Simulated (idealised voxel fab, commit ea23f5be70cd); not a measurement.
The following process module bears the name voxel quadruple lines.
Cross-sectional view cut (width: 285 nm; square cell size: 5 nm).
A cross-section is written here as square cells arranged in a grid, and it is given in bands from the top down, each band taking up one or more rows of cells. A band entry consists of two parts. The first gives the height of the band's top and the height of its bottom, in nm. The rest lists the band's materials from left to right, each with its width in nm. A single material labelled with the word "throughout" fills the band from edge to edge, and the word "air" marks empty space. Heights are expressed relative to 0, this being the level below which the as-received wafer comprises one material exclusively. The lowest band is unbounded in the downward direction and is denoted as in "0 down". Width spec "30..40" -> top row of cells at first value, bottom row at second value, equal per-row change in between. You'll sometimes find "everything unchanged" written for a step, and that's the way of saying that nowhere in the cross-section did a cell change during that step. "Sealed internal voids" enumerates empty spaces isolated from the top, with no open way to it, that contain at least 8 cells, giving each as width x height at distance from the left edge, all three in nm. Heads up: the bit after the settings on a step's line is the simulator's remark on that step. overlay nm: mask right of planned place by this much (step with mask). Neg. = left. Every pair from here on: before one process step, after it. The after cross-section reaches only to the lowest band that changed. Below the pair: the step in between and its settings. Pairs can belong to different runs of this module on the same starting wafer; a pair carries on from the pair above only if the entry headed "State before" says so.

State before
> 0 down  Si throughout
> Sealed internal voids: none

Post-Step Cross-Section
> 10 to 0  SiO2 throughout
> No changes below 0.
> Sealed internal voids: none
Before/after cross-sections above; step in between: CONFORMAL_DEP with material SiO2, thk nm 10

State before: This step starts from the configuration shown after the step in the pair immediately above.

Post-Step Cross-Section
> 20 to 10  W throughout
> No changes below 10.
> Sealed internal voids: none
Before/after cross-sections above; step in between: DIRECTIONAL_DEP with material W, thk nm 10

State before: This step starts from the configuration shown after the step in the pair immediately above.

Post-Step Cross-Section
> 40 to 20  polySi throughout
> No changes below 20.
> Sealed internal voids: none
Before/after cross-sections above; step in between: DIRECTIONAL_DEP with material polySi, thk nm 20

State before: This step starts from the configuration shown after the step in the pair immediately above.

Post-Step Cross-Section
> 60 to 40  aC throughout
> No changes below 40.
> Sealed internal voids: none
Before/after cross-sections above; step in between: DIRECTIONAL_DEP with material aC, thk nm 20

State before: This step starts from the configuration shown after the step in the pair immediately above.

Post-Step Cross-Section
> 85 to 60  air: 85 | resist: 30 | air: 50 | resist: 30 | air: 90
> No changes below 60.
> Sealed internal voids: none
Before/after cross-sections above; step in between: PATTERN with tone cover, mask id MANDREL, material resist, width nm 30, pitch nm 80, thk nm 25, overlay nm 0

State before: This step starts from the configuration shown after the step in the pair immediately above.

Post-Step Cross-Section
> 65 to 60  air: 85 | resist: 30 | air: 50 | resist: 30 | air: 90
> 60 to 40  air: 85 | aC: 30 | air: 50 | aC: 30 | air: 90
> No changes below 40.
> Sealed internal voids: none
Before/after cross-sections above; step in between: DIRECTIONAL_ETCH with etch materials aC, depth nm 20

State before: This step starts from the configuration shown after the step in the pair immediately above.

Post-Step Cross-Section
> 60 to 40  air: 85 | aC: 30 | air: 50 | aC: 30 | air: 90
> No changes below 40.
> Sealed internal voids: none
Before/after cross-sections above; step in between: STRIP with etch materials resist

State before: This step starts from the configuration shown after the step in the pair immediately above.

Post-Step Cross-Section
> 70 to 60  air: 75 | SiO2: 50 | air: 30 | SiO2: 50 | air: 80
> 60 to 50  air: 75 | SiO2: 10 | aC: 30 | SiO2: 10 | air: 30 | SiO2: 10 | aC: 30 | SiO2: 10 | air: 80
> 50 to 40  SiO2: 85 | aC: 30 | SiO2: 50 | aC: 30 | SiO2: 90
> No changes below 40.
> Sealed internal voids: none
Before/after cross-sections above; step in between: CONFORMAL_DEP with material SiO2, thk nm 10

State before: This step starts from the configuration shown after the step in the pair immediately above.

Post-Step Cross-Section
> 60 to 40  air: 75 | SiO2: 10 | aC: 30 | SiO2: 10 | air: 30 | SiO2: 10 | aC: 30 | SiO2: 10 | air: 80
> No changes below 40.
> Sealed internal voids: none
Before/after cross-sections above; step in between: DIRECTIONAL_ETCH with etch materials SiO2, depth nm 10

State before: This step starts from the configuration shown after the step in the pair immediately above.

Post-Step Cross-Section
> 60 to 40  air: 75 | SiO2: 10 | air: 30 | SiO2: 10 | air: 30 | SiO2: 10 | air: 30 | SiO2: 10 | air: 80
> No changes below 40.
> Sealed internal voids: none
Before/after cross-sections above; step in between: STRIP with etch materials aC

State before: This step starts from the configuration shown after the step in the pair immediately above.

Post-Step Cross-Section
> 60 to 40  air: 75 | SiO2: 10 | air: 30 | SiO2: 10 | air: 30 | SiO2: 10 | air: 30 | SiO2: 10 | air: 80
> 40 to 20  air: 75 | polySi: 10 | air: 30 | polySi: 10 | air: 30 | polySi: 10 | air: 30 | polySi: 10 | air: 80
> No changes below 20.
> Sealed internal voids: none
Before/after cross-sections above; step in between: DIRECTIONAL_ETCH with etch materials polySi, depth nm 20

State before: This step starts from the configuration shown after the step in the pair immediately above.

Post-Step Cross-Section
> 40 to 20  air: 75 | polySi: 10 | air: 30 | polySi: 10 | air: 30 | polySi: 10 | air: 30 | polySi: 10 | air: 80
> No changes below 20.
> Sealed internal voids: none
Before/after cross-sections above; step in between: STRIP with etch materials SiO2

State before: This step starts from the configuration shown after the step in the pair immediately above.

Post-Step Cross-Section
> 50 to 40  air: 65 | SiCN: 30 | air: 10 | SiCN: 30 | air: 10 | SiCN: 30 | air: 10 | SiCN: 30 | air: 70
> 40 to 30  air: 65 | SiCN: 10 | polySi: 10 | SiCN: 10 | air: 10 | SiCN: 10 | polySi: 10 | SiCN: 10 | air: 10 | SiCN: 10 | polySi: 10 | SiCN: 10 | air: 10 | SiCN: 10 | polySi: 10 | SiCN: 10 | air: 70
> 30 to 20  SiCN: 75 | polySi: 10 | SiCN: 30 | polySi: 10 | SiCN: 30 | polySi: 10 | SiCN: 30 | polySi: 10 | SiCN: 80
> No changes below 20.
> Sealed internal voids: none
Before/after cross-sections above; step in between: CONFORMAL_DEP with material SiCN, thk nm 10

State before: This step starts from the configuration shown after the step in the pair immediately above.

Post-Step Cross-Section
> 40 to 20  air: 65 | SiCN: 10 | polySi: 10 | SiCN: 10 | air: 10 | SiCN: 10 | polySi: 10 | SiCN: 10 | air: 10 | SiCN: 10 | polySi: 10 | SiCN: 10 | air: 10 | SiCN: 10 | polySi: 10 | SiCN: 10 | air: 70
> No changes below 20.
> Sealed internal voids: none
Before/after cross-sections above; step in between: DIRECTIONAL_ETCH with etch materials SiCN, depth nm 10

State before: This step starts from the configuration shown after the step in the pair immediately above.

Post-Step Cross-Section
> 40 to 20  air: 65 | SiCN: 10 | air: 10 | SiCN: 10 | air: 10 | SiCN: 10 | air: 10 | SiCN: 10 | air: 10 | SiCN: 10 | air: 10 | SiCN: 10 | air: 10 | SiCN: 10 | air: 10 | SiCN: 10 | air: 70
> No changes below 20.
> Sealed internal voids: none
Before/after cross-sections above; step in between: STRIP with etch materials polySi

State before: This step starts from the configuration shown after the step in the pair immediately above.

Post-Step Cross-Section
> 40 to 20  air: 65 | SiCN: 10 | air: 10 | SiCN: 10 | air: 10 | SiCN: 10 | air: 10 | SiCN: 10 | air: 10 | SiCN: 10 | air: 10 | SiCN: 10 | air: 10 | SiCN: 10 | air: 10 | SiCN: 10 | air: 70
> 20 to 10  air: 65 | W: 10 | air: 10 | W: 10 | air: 10 | W: 10 | air: 10 | W: 10 | air: 10 | W: 10 | air: 10 | W: 10 | air: 10 | W: 10 | air: 10 | W: 10 | air: 70
> No changes below 10.
> Sealed internal voids: none
Before/after cross-sections above; step in between: DIRECTIONAL_ETCH with etch materials W, depth nm 10

State before: This step starts from the configuration shown after the step in the pair immediately above.

Post-Step Cross-Section
> 20 to 10  air: 65 | W: 10 | air: 10 | W: 10 | air: 10 | W: 10 | air: 10 | W: 10 | air: 10 | W: 10 | air: 10 | W: 10 | air: 10 | W: 10 | air: 10 | W: 10 | air: 70
> No changes below 10.
> Sealed internal voids: none
Before/after cross-sections above; step in between: STRIP with etch materials SiCN

State before
> 0 down  Si throughout
> Sealed internal voids: none

Post-Step Cross-Section
> 10 to 0  W throughout
> No changes below 0.
> Sealed internal voids: none
Before/after cross-sections above; step in between: DIRECTIONAL_DEP with material W, thk nm 10

State before: This step starts from the configuration shown after the step in the pair immediately above.

Post-Step Cross-Section
> 30 to 10  polySi throughout
> No changes below 10.
> Sealed internal voids: none
Before/after cross-sections above; step in between: DIRECTIONAL_DEP with material polySi, thk nm 20

State before: This step starts from the configuration shown after the step in the pair immediately above.

Post-Step Cross-Section
> 50 to 30  aC throughout
> No changes below 30.
> Sealed internal voids: none
Before/after cross-sections above; step in between: DIRECTIONAL_DEP with material aC, thk nm 20

State before: This step starts from the configuration shown after the step in the pair immediately above.

Post-Step Cross-Section
> 75 to 50  air: 85 | resist: 30 | air: 50 | resist: 30 | air: 90
> No changes below 50.
> Sealed internal voids: none
Before/after cross-sections above; step in between: PATTERN with tone cover, mask id MANDREL, material resist, width nm 30, pitch nm 80, thk nm 25, overlay nm 0

State before: This step starts from the configuration shown after the step in the pair immediately above.

Post-Step Cross-Section
> 55 to 50  air: 85 | resist: 30 | air: 50 | resist: 30 | air: 90
> 50 to 30  air: 85 | aC: 30 | air: 50 | aC: 30 | air: 90
> No changes below 30.
> Sealed internal voids: none
Before/after cross-sections above; step in between: DIRECTIONAL_ETCH with etch materials aC, depth nm 20

State before: This step starts from the configuration shown after the step in the pair immediately above.

Post-Step Cross-Section
> 50 to 30  air: 85 | aC: 30 | air: 50 | aC: 30 | air: 90
> No changes below 30.
> Sealed internal voids: none
Before/after cross-sections above; step in between: STRIP with etch materials resist

State before: This step starts from the configuration shown after the step in the pair immediately above.

Post-Step Cross-Section
> 60 to 50  air: 75 | SiO2: 50 | air: 30 | SiO2: 50 | air: 80
> 50 to 40  air: 75 | SiO2: 10 | aC: 30 | SiO2: 10 | air: 30 | SiO2: 10 | aC: 30 | SiO2: 10 | air: 80
> 40 to 30  SiO2: 85 | aC: 30 | SiO2: 50 | aC: 30 | SiO2: 90
> No changes below 30.
> Sealed internal voids: none
Before/after cross-sections above; step in between: CONFORMAL_DEP with material SiO2, thk nm 10

State before: This step starts from the configuration shown after the step in the pair immediately above.

Post-Step Cross-Section
> 50 to 30  air: 75 | SiO2: 10 | aC: 30 | SiO2: 10 | air: 30 | SiO2: 10 | aC: 30 | SiO2: 10 | air: 80
> No changes below 30.
> Sealed internal voids: none
Before/after cross-sections above; step in between: DIRECTIONAL_ETCH with etch materials SiO2, depth nm 10

State before: This step starts from the configuration shown after the step in the pair immediately above.

Post-Step Cross-Section
> 50 to 30  air: 75 | SiO2: 10 | air: 30 | SiO2: 10 | air: 30 | SiO2: 10 | air: 30 | SiO2: 10 | air: 80
> No changes below 30.
> Sealed internal voids: none
Before/after cross-sections above; step in between: STRIP with etch materials aC

State before: This step starts from the configuration shown after the step in the pair immediately above.

Post-Step Cross-Section
> 50 to 30  air: 75 | SiO2: 10 | air: 30 | SiO2: 10 | air: 30 | SiO2: 10 | air: 30 | SiO2: 10 | air: 80
> 30 to 10  air: 75 | polySi: 10 | air: 30 | polySi: 10 | air: 30 | polySi: 10 | air: 30 | polySi: 10 | air: 80
> No changes below 10.
> Sealed internal voids: none
Before/after cross-sections above; step in between: DIRECTIONAL_ETCH with etch materials polySi, depth nm 20

State before: This step starts from the configuration shown after the step in the pair immediately above.

Post-Step Cross-Section
> 30 to 10  air: 75 | polySi: 10 | air: 30 | polySi: 10 | air: 30 | polySi: 10 | air: 30 | polySi: 10 | air: 80
> No changes below 10.
> Sealed internal voids: none
Before/after cross-sections above; step in between: STRIP with etch materials SiO2

State before: This step starts from the configuration shown after the step in the pair immediately above.

Post-Step Cross-Section
> 40 to 30  air: 65 | SiCN: 30 | air: 10 | SiCN: 30 | air: 10 | SiCN: 30 | air: 10 | SiCN: 30 | air: 70
> 30 to 20  air: 65 | SiCN: 10 | polySi: 10 | SiCN: 10 | air: 10 | SiCN: 10 | polySi: 10 | SiCN: 10 | air: 10 | SiCN: 10 | polySi: 10 | SiCN: 10 | air: 10 | SiCN: 10 | polySi: 10 | SiCN: 10 | air: 70
> 20 to 10  SiCN: 75 | polySi: 10 | SiCN: 30 | polySi: 10 | SiCN: 30 | polySi: 10 | SiCN: 30 | polySi: 10 | SiCN: 80
> No changes below 10.
> Sealed internal voids: none
Before/after cross-sections above; step in between: CONFORMAL_DEP with material SiCN, thk nm 10

State before: This step starts from the configuration shown after the step in the pair immediately above.

Post-Step Cross-Section
> 30 to 10  air: 65 | SiCN: 10 | polySi: 10 | SiCN: 10 | air: 10 | SiCN: 10 | polySi: 10 | SiCN: 10 | air: 10 | SiCN: 10 | polySi: 10 | SiCN: 10 | air: 10 | SiCN: 10 | polySi: 10 | SiCN: 10 | air: 70
> No changes below 10.
> Sealed internal voids: none
Before/after cross-sections above; step in between: DIRECTIONAL_ETCH with etch materials SiCN, depth nm 10

State before: This step starts from the configuration shown after the step in the pair immediately above.

Post-Step Cross-Section
> 30 to 10  air: 65 | SiCN: 10 | air: 10 | SiCN: 10 | air: 10 | SiCN: 10 | air: 10 | SiCN: 10 | air: 10 | SiCN: 10 | air: 10 | SiCN: 10 | air: 10 | SiCN: 10 | air: 10 | SiCN: 10 | air: 70
> No changes below 10.
> Sealed internal voids: none
Before/after cross-sections above; step in between: STRIP with etch materials polySi

State before: This step starts from the configuration shown after the step in the pair immediately above.

Post-Step Cross-Section
> 30 to 10  air: 65 | SiCN: 10 | air: 10 | SiCN: 10 | air: 10 | SiCN: 10 | air: 10 | SiCN: 10 | air: 10 | SiCN: 10 | air: 10 | SiCN: 10 | air: 10 | SiCN: 10 | air: 10 | SiCN: 10 | air: 70
> 10 to 0  air: 65 | W: 10 | air: 10 | W: 10 | air: 10 | W: 10 | air: 10 | W: 10 | air: 10 | W: 10 | air: 10 | W: 10 | air: 10 | W: 10 | air: 10 | W: 10 | air: 70
> No changes below 0.
> Sealed internal voids: none
Before/after cross-sections above; step in between: DIRECTIONAL_ETCH with etch materials W, depth nm 10

State before: This step starts from the configuration shown after the step in the pair immediately above.

Post-Step Cross-Section
> 10 to 0  air: 65 | W: 10 | air: 10 | W: 10 | air: 10 | W: 10 | air: 10 | W: 10 | air: 10 | W: 10 | air: 10 | W: 10 | air: 10 | W: 10 | air: 10 | W: 10 | air: 70
> No changes below 0.
> Sealed internal voids: none
Before/after cross-sections above; step in between: STRIP with etch materials SiCN

State before
> 60 to 40  air: 75 | SiO2: 10 | aC: 30 | SiO2: 10 | air: 30 | SiO2: 10 | aC: 30 | SiO2: 10 | air: 80
> 40 to 20  polySi throughout
> 20 to 10  W throughout
> 10 to 0  SiO2 throughout
> 0 down  Si throughout
> Sealed internal voids: none

Post-Step Cross-Section
> 60 to 50  air: 85 | aC: 30 | air: 50 | aC: 30 | air: 90
> No changes below 50.
> Sealed internal voids: none
Before/after cross-sections above; step in between: DIRECTIONAL_ETCH with etch materials SiO2, depth nm 10

State before: This step starts from the configuration shown after the step in the pair immediately above.

Post-Step Cross-Section
> 50 to 40  air: 75 | SiO2: 10 | air: 30 | SiO2: 10 | air: 30 | SiO2: 10 | air: 30 | SiO2: 10 | air: 80
> No changes below 40.
> Sealed internal voids: none
Before/after cross-sections above; step in between: STRIP with etch materials aC

State before: This step starts from the configuration shown after the step in the pair immediately above.

Post-Step Cross-Section
> 50 to 40  air: 75 | SiO2: 10 | air: 30 | SiO2: 10 | air: 30 | SiO2: 10 | air: 30 | SiO2: 10 | air: 80
> 40 to 20  air: 75 | polySi: 10 | air: 30 | polySi: 10 | air: 30 | polySi: 10 | air: 30 | polySi: 10 | air: 80
> No changes below 20.
> Sealed internal voids: none
Before/after cross-sections above; step in between: DIRECTIONAL_ETCH with etch materials polySi, depth nm 20

State before: This step starts from the configuration shown after the step in the pair immediately above.

Post-Step Cross-Section
> 40 to 20  air: 75 | polySi: 10 | air: 30 | polySi: 10 | air: 30 | polySi: 10 | air: 30 | polySi: 10 | air: 80
> No changes below 20.
> Sealed internal voids: none
Before/after cross-sections above; step in between: STRIP with etch materials SiO2

State before
> 10 to 0  SiO2 throughout
> 0 down  Si throughout
> Sealed internal voids: none

Post-Step Cross-Section
> 30 to 10  polySi throughout
> No changes below 10.
> Sealed internal voids: none
Before/after cross-sections above; step in between: DIRECTIONAL_DEP with material polySi, thk nm 20

State before: This step starts from the configuration shown after the step in the pair immediately above.

Post-Step Cross-Section
> 40 to 30  W throughout
> No changes below 30.
> Sealed internal voids: none
Before/after cross-sections above; step in between: DIRECTIONAL_DEP with material W, thk nm 10

State before: This step starts from the configuration shown after the step in the pair immediately above.

Post-Step Cross-Section
> 60 to 40  aC throughout
> No changes below 40.
> Sealed internal voids: none
Before/after cross-sections above; step in between: DIRECTIONAL_DEP with material aC, thk nm 20

State before: This step starts from the configuration shown after the step in the pair immediately above.

Post-Step Cross-Section
> 85 to 60  air: 85 | resist: 30 | air: 50 | resist: 30 | air: 90
> No changes below 60.
> Sealed internal voids: none
Before/after cross-sections above; step in between: PATTERN with tone cover, mask id MANDREL, material resist, width nm 30, pitch nm 80, thk nm 25, overlay nm 0

State before: This step starts from the configuration shown after the step in the pair immediately above.

Post-Step Cross-Section
> 65 to 60  air: 85 | resist: 30 | air: 50 | resist: 30 | air: 90
> 60 to 40  air: 85 | aC: 30 | air: 50 | aC: 30 | air: 90
> No changes below 40.
> Sealed internal voids: none
Before/after cross-sections above; step in between: DIRECTIONAL_ETCH with etch materials aC, depth nm 20

State before: This step starts from the configuration shown after the step in the pair immediately above.

Post-Step Cross-Section
> 60 to 40  air: 85 | aC: 30 | air: 50 | aC: 30 | air: 90
> No changes below 40.
> Sealed internal voids: none
Before/after cross-sections above; step in between: STRIP with etch materials resist

State before: This step starts from the configuration shown after the step in the pair immediately above.

Post-Step Cross-Section
> 70 to 60  air: 75 | SiO2: 50 | air: 30 | SiO2: 50 | air: 80
> 60 to 50  air: 75 | SiO2: 10 | aC: 30 | SiO2: 10 | air: 30 | SiO2: 10 | aC: 30 | SiO2: 10 | air: 80
> 50 to 40  SiO2: 85 | aC: 30 | SiO2: 50 | aC: 30 | SiO2: 90
> No changes below 40.
> Sealed internal voids: none
Before/after cross-sections above; step in between: CONFORMAL_DEP with material SiO2, thk nm 10

State before: This step starts from the configuration shown after the step in the pair immediately above.

Post-Step Cross-Section
> 60 to 40  air: 75 | SiO2: 10 | aC: 30 | SiO2: 10 | air: 30 | SiO2: 10 | aC: 30 | SiO2: 10 | air: 80
> No changes below 40.
> Sealed internal voids: none
Before/after cross-sections above; step in between: DIRECTIONAL_ETCH with etch materials SiO2, depth nm 10

State before: This step starts from the configuration shown after the step in the pair immediately above.

Post-Step Cross-Section
> 60 to 40  air: 75 | SiO2: 10 | air: 30 | SiO2: 10 | air: 30 | SiO2: 10 | air: 30 | SiO2: 10 | air: 80
> No changes below 40.
> Sealed internal voids: none
Before/after cross-sections above; step in between: STRIP with etch materials aC

State before: This step starts from the configuration shown after the step in the pair immediately above.

Post-Step Cross-Section
> 40 to 30  W throughout
> No changes below 30.
> Sealed internal voids: none
Before/after cross-sections above; step in between: STRIP with etch materials SiO2

State before: This step starts from the configuration shown after the step in the pair immediately above.

Post-Step Cross-Section
> 50 to 40  SiCN throughout
> No changes below 40.
> Sealed internal voids: none
Before/after cross-sections above; step in between: CONFORMAL_DEP with material SiCN, thk nm 10

State before: This step starts from the configuration shown after the step in the pair immediately above.

Post-Step Cross-Section
> 40 to 30  W throughout
> No changes below 30.
> Sealed internal voids: none
Before/after cross-sections above; step in between: DIRECTIONAL_ETCH with etch materials SiCN, depth nm 10

State before: This step starts from the configuration shown after the step in the pair immediately above.

Post-Step Cross-Section
> 30 to 10  polySi throughout
> No changes below 10.
> Sealed internal voids: none
Before/after cross-sections above; step in between: DIRECTIONAL_ETCH with etch materials W, depth nm 10

State before
> 60 to 40  air: 85 | aC: 30 | air: 50 | aC: 30 | air: 90
> 40 to 20  polySi throughout
> 20 to 10  W throughout
> 10 to 0  SiO2 throughout
> 0 down  Si throughout
> Sealed internal voids: none

Post-Step Cross-Section
> 65 to 60  air: 80 | SiO2: 40 | air: 40 | SiO2: 40 | air: 85
> 60 to 45  air: 80 | SiO2: 5 | aC: 30 | SiO2: 5 | air: 40 | SiO2: 5 | aC: 30 | SiO2: 5 | air: 85
> 45 to 40  SiO2: 85 | aC: 30 | SiO2: 50 | aC: 30 | SiO2: 90
> No changes below 40.
> Sealed internal voids: none
Before/after cross-sections above; step in between: CONFORMAL_DEP with material SiO2, thk nm 5

State before: This step starts from the configuration shown after the step in the pair immediately above.

Post-Step Cross-Section
> 60 to 55  air: 85 | aC: 30 | air: 50 | aC: 30 | air: 90
> 55 to 40  air: 80 | SiO2: 5 | aC: 30 | SiO2: 5 | air: 40 | SiO2: 5 | aC: 30 | SiO2: 5 | air: 85
> No changes below 40.
> Sealed internal voids: none
Before/after cross-sections above; step in between: DIRECTIONAL_ETCH with etch materials SiO2, depth nm 10

State before: This step starts from the configuration shown after the step in the pair immediately above.

Post-Step Cross-Section
> 55 to 40  air: 80 | SiO2: 5 | air: 30 | SiO2: 5 | air: 40 | SiO2: 5 | air: 30 | SiO2: 5 | air: 85
> No changes below 40.
> Sealed internal voids: none
Before/after cross-sections above; step in between: STRIP with etch materials aC

State before: This step starts from the configuration shown after the step in the pair immediately above.

Post-Step Cross-Section
> 55 to 40  air: 80 | SiO2: 5 | air: 30 | SiO2: 5 | air: 40 | SiO2: 5 | air: 30 | SiO2: 5 | air: 85
> 40 to 20  air: 80 | polySi: 5 | air: 30 | polySi: 5 | air: 40 | polySi: 5 | air: 30 | polySi: 5 | air: 85
> No changes below 20.
> Sealed internal voids: none
Before/after cross-sections above; step in between: DIRECTIONAL_ETCH with etch materials polySi, depth nm 20

State before: This step starts from the configuration shown after the step in the pair immediately above.

Post-Step Cross-Section
> 40 to 20  air: 80 | polySi: 5 | air: 30 | polySi: 5 | air: 40 | polySi: 5 | air: 30 | polySi: 5 | air: 85
> No changes below 20.
> Sealed internal voids: none
Before/after cross-sections above; step in between: STRIP with etch materials SiO2

State before: This step starts from the configuration shown after the step in the pair immediately above.

Post-Step Cross-Section
> 50 to 40  air: 70 | SiCN: 25 | air: 10 | SiCN: 25 | air: 20 | SiCN: 25 | air: 10 | SiCN: 25 | air: 75
> 40 to 30  air: 70 | SiCN: 10 | polySi: 5 | SiCN: 10 | air: 10 | SiCN: 10 | polySi: 5 | SiCN: 10 | air: 20 | SiCN: 10 | polySi: 5 | SiCN: 10 | air: 10 | SiCN: 10 | polySi: 5 | SiCN: 10 | air: 75
> 30 to 20  SiCN: 80 | polySi: 5 | SiCN: 30 | polySi: 5 | SiCN: 40 | polySi: 5 | SiCN: 30 | polySi: 5 | SiCN: 85
> No changes below 20.
> Sealed internal voids: none
Before/after cross-sections above; step in between: CONFORMAL_DEP with material SiCN, thk nm 10

State before: This step starts from the configuration shown after the step in the pair immediately above.

Post-Step Cross-Section
> 40 to 20  air: 70 | SiCN: 10 | polySi: 5 | SiCN: 10 | air: 10 | SiCN: 10 | polySi: 5 | SiCN: 10 | air: 20 | SiCN: 10 | polySi: 5 | SiCN: 10 | air: 10 | SiCN: 10 | polySi: 5 | SiCN: 10 | air: 75
> No changes below 20.
> Sealed internal voids: none
Before/after cross-sections above; step in between: DIRECTIONAL_ETCH with etch materials SiCN, depth nm 10

State before: This step starts from the configuration shown after the step in the pair immediately above.

Post-Step Cross-Section
> 40 to 20  air: 70 | SiCN: 10 | air: 5 | SiCN: 10 | air: 10 | SiCN: 10 | air: 5 | SiCN: 10 | air: 20 | SiCN: 10 | air: 5 | SiCN: 10 | air: 10 | SiCN: 10 | air: 5 | SiCN: 10 | air: 75
> No changes below 20.
> Sealed internal voids: none
Before/after cross-sections above; step in between: STRIP with etch materials polySi

State before: This step starts from the configuration shown after the step in the pair immediately above.

Post-Step Cross-Section
> 40 to 20  air: 70 | SiCN: 10 | air: 5 | SiCN: 10 | air: 10 | SiCN: 10 | air: 5 | SiCN: 10 | air: 20 | SiCN: 10 | air: 5 | SiCN: 10 | air: 10 | SiCN: 10 | air: 5 | SiCN: 10 | air: 75
> 20 to 10  air: 70 | W: 10 | air: 5 | W: 10 | air: 10 | W: 10 | air: 5 | W: 10 | air: 20 | W: 10 | air: 5 | W: 10 | air: 10 | W: 10 | air: 5 | W: 10 | air: 75
> No changes below 10.
> Sealed internal voids: none
Before/after cross-sections above; step in between: DIRECTIONAL_ETCH with etch materials W, depth nm 10

State before: This step starts from the configuration shown after the step in the pair immediately above.

Post-Step Cross-Section
> 20 to 10  air: 70 | W: 10 | air: 5 | W: 10 | air: 10 | W: 10 | air: 5 | W: 10 | air: 20 | W: 10 | air: 5 | W: 10 | air: 10 | W: 10 | air: 5 | W: 10 | air: 75
> No changes below 10.
> Sealed internal voids: none
Before/after cross-sections above; step in between: STRIP with etch materials SiCN

State before
> 60 to 40  aC throughout
> 40 to 20  polySi throughout
> 20 to 10  W throughout
> 10 to 0  SiO2 throughout
> 0 down  Si throughout
> Sealed internal voids: none

Post-Step Cross-Section
> 85 to 60  air: 90 | resist: 20 | air: 60 | resist: 20 | air: 95
> No changes below 60.
> Sealed internal voids: none
Before/after cross-sections above; step in between: PATTERN with tone cover, mask id MANDREL, material resist, width nm 20, pitch nm 80, thk nm 25, overlay nm 0

State before: This step starts from the configuration shown after the step in the pair immediately above.

Post-Step Cross-Section
> 65 to 60  air: 90 | resist: 20 | air: 60 | resist: 20 | air: 95
> 60 to 40  air: 90 | aC: 20 | air: 60 | aC: 20 | air: 95
> No changes below 40.
> Sealed internal voids: none
Before/after cross-sections above; step in between: DIRECTIONAL_ETCH with etch materials aC, depth nm 20

State before: This step starts from the configuration shown after the step in the pair immediately above.

Post-Step Cross-Section
> 60 to 40  air: 90 | aC: 20 | air: 60 | aC: 20 | air: 95
> No changes below 40.
> Sealed internal voids: none
Before/after cross-sections above; step in between: STRIP with etch materials resist

State before: This step starts from the configuration shown after the step in the pair immediately above.

Post-Step Cross-Section
> 70 to 60  air: 80 | SiO2: 40 | air: 40 | SiO2: 40 | air: 85
> 60 to 50  air: 80 | SiO2: 10 | aC: 20 | SiO2: 10 | air: 40 | SiO2: 10 | aC: 20 | SiO2: 10 | air: 85
> 50 to 40  SiO2: 90 | aC: 20 | SiO2: 60 | aC: 20 | SiO2: 95
> No changes below 40.
> Sealed internal voids: none
Before/after cross-sections above; step in between: CONFORMAL_DEP with material SiO2, thk nm 10

State before: This step starts from the configuration shown after the step in the pair immediately above.

Post-Step Cross-Section
> 60 to 40  air: 80 | SiO2: 10 | aC: 20 | SiO2: 10 | air: 40 | SiO2: 10 | aC: 20 | SiO2: 10 | air: 85
> No changes below 40.
> Sealed internal voids: none
Before/after cross-sections above; step in between: DIRECTIONAL_ETCH with etch materials SiO2, depth nm 10

State before: This step starts from the configuration shown after the step in the pair immediately above.

Post-Step Cross-Section
> 60 to 40  air: 80 | SiO2: 10 | air: 20 | SiO2: 10 | air: 40 | SiO2: 10 | air: 20 | SiO2: 10 | air: 85
> No changes below 40.
> Sealed internal voids: none
Before/after cross-sections above; step in between: STRIP with etch materials aC

State before: This step starts from the configuration shown after the step in the pair immediately above.

Post-Step Cross-Section
> 60 to 40  air: 80 | SiO2: 10 | air: 20 | SiO2: 10 | air: 40 | SiO2: 10 | air: 20 | SiO2: 10 | air: 85
> 40 to 20  air: 80 | polySi: 10 | air: 20 | polySi: 10 | air: 40 | polySi: 10 | air: 20 | polySi: 10 | air: 85
> No changes below 20.
> Sealed internal voids: none
Before/after cross-sections above; step in between: DIRECTIONAL_ETCH with etch materials polySi, depth nm 20

State before: This step starts from the configuration shown after the step in the pair immediately above.

Post-Step Cross-Section
> 40 to 20  air: 80 | polySi: 10 | air: 20 | polySi: 10 | air: 40 | polySi: 10 | air: 20 | polySi: 10 | air: 85
> No changes below 20.
> Sealed internal voids: none
Before/after cross-sections above; step in between: STRIP with etch materials SiO2

State before: This step starts from the configuration shown after the step in the pair immediately above.

Post-Step Cross-Section
> 50 to 40  air: 70 | SiCN: 60 | air: 20 | SiCN: 60 | air: 75
> 40 to 30  air: 70 | SiCN: 10 | polySi: 10 | SiCN: 20 | polySi: 10 | SiCN: 10 | air: 20 | SiCN: 10 | polySi: 10 | SiCN: 20 | polySi: 10 | SiCN: 10 | air: 75
> 30 to 20  SiCN: 80 | polySi: 10 | SiCN: 20 | polySi: 10 | SiCN: 40 | polySi: 10 | SiCN: 20 | polySi: 10 | SiCN: 85
> No changes below 20.
> Sealed internal voids: none
Before/after cross-sections above; step in between: CONFORMAL_DEP with material SiCN, thk nm 10

State before: This step starts from the configuration shown after the step in the pair immediately above.

Post-Step Cross-Section
> 40 to 20  air: 70 | SiCN: 10 | polySi: 10 | SiCN: 20 | polySi: 10 | SiCN: 10 | air: 20 | SiCN: 10 | polySi: 10 | SiCN: 20 | polySi: 10 | SiCN: 10 | air: 75
> No changes below 20.
> Sealed internal voids: none
Before/after cross-sections above; step in between: DIRECTIONAL_ETCH with etch materials SiCN, depth nm 10

State before: This step starts from the configuration shown after the step in the pair immediately above.

Post-Step Cross-Section
> 40 to 20  air: 70 | SiCN: 10 | air: 10 | SiCN: 20 | air: 10 | SiCN: 10 | air: 20 | SiCN: 10 | air: 10 | SiCN: 20 | air: 10 | SiCN: 10 | air: 75
> No changes below 20.
> Sealed internal voids: none
Before/after cross-sections above; step in between: STRIP with etch materials polySi

State before: This step starts from the configuration shown after the step in the pair immediately above.

Post-Step Cross-Section
> 40 to 20  air: 70 | SiCN: 10 | air: 10 | SiCN: 20 | air: 10 | SiCN: 10 | air: 20 | SiCN: 10 | air: 10 | SiCN: 20 | air: 10 | SiCN: 10 | air: 75
> 20 to 10  air: 70 | W: 10 | air: 10 | W: 20 | air: 10 | W: 10 | air: 20 | W: 10 | air: 10 | W: 20 | air: 10 | W: 10 | air: 75
> No changes below 10.
> Sealed internal voids: none
Before/after cross-sections above; step in between: DIRECTIONAL_ETCH with etch materials W, depth nm 10

State before: This step starts from the configuration shown after the step in the pair immediately above.

Post-Step Cross-Section
> 20 to 10  air: 70 | W: 10 | air: 10 | W: 20 | air: 10 | W: 10 | air: 20 | W: 10 | air: 10 | W: 20 | air: 10 | W: 10 | air: 75
> No changes below 10.
> Sealed internal voids: none
Before/after cross-sections above; step in between: STRIP with etch materials SiCN
